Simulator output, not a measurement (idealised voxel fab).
process module | voxel tone inversion
cross-section cut | 175 nm wide | cells 5 nm
A cross-section is a grid of square cells, given in bands from the top down. A band is one or more rows of cells.
Each band's line starts with the height of the band's top and of its bottom, in nm. Then come its materials from left to right, each with its width in nm. One material with "throughout" fills the band from edge to edge. "air" is empty space.
Height 0 is the level under which the wafer as received is all one material. The lowest band goes on downwards, as in "0 down".
A width such as "30 to 40" changes by the same amount from each row of cells to the next, from the band's top row to its bottom row.
"no change" after a step means that no cell of the cross-section changed.
closed voids: empty space of 8 cells or more with no open way to the top, each as width x height at its distance from the left edge, in nm
after a step's settings: what the simulator itself notes on the step
overlay nm, on a step with a mask: how far to the right of its planned place the mask lay; to the left if negative
plan
1 op RECEIVE | material Si
2 op CONFORMAL_DEP | material SiCN | thk nm 5
3 op DIRECTIONAL_DEP | material polySi | thk nm 25
4 op PATTERN | tone cover | mask id POSTS | material resist | width nm 25 | pitch nm 45 | thk nm 30 | overlay nm 0
5 op DIRECTIONAL_ETCH | etch materials polySi | depth nm 25
6 op STRIP | etch materials resist
7 op FILL_DEP | material lowk | thk nm 5
8 op CMP | height nm 35
9 op STRIP | etch materials polySi
varied across the wafers: thk nm of step 2. The plan shows the first wafer's value. All wafers start alike
first wafer as received, after step 1
  0 down: Si throughout
  closed voids: none
first wafer at the end, after step 9
  35 to 30: lowk throughout
  30 to 5: lowk 30 | polySi 25 | lowk 20 | polySi 25 | lowk 20 | polySi 25 | lowk 30
  5 to 0: SiCN throughout
  0 down: Si throughout
  closed voids: none
last wafer at the end
  35 to 25: lowk 30 | air 25 | lowk 20 | air 25 | lowk 20 | air 25 | lowk 30
  25 to 0: SiCN throughout
  0 down: Si throughout
  closed voids: none
each wafer at the end: cells of each material gained (+) or lost (-) since it was received, then its closed voids
thk nm 5 | +35 SiCN | +135 lowk | +75 polySi | closed voids: none
thk nm 10 | +70 SiCN | +100 lowk | closed voids: none
thk nm 15 | +105 SiCN | +80 lowk | closed voids: none
thk nm 20 | +140 SiCN | +60 lowk | closed voids: none
thk nm 25 | +175 SiCN | +40 lowk | closed voids: none
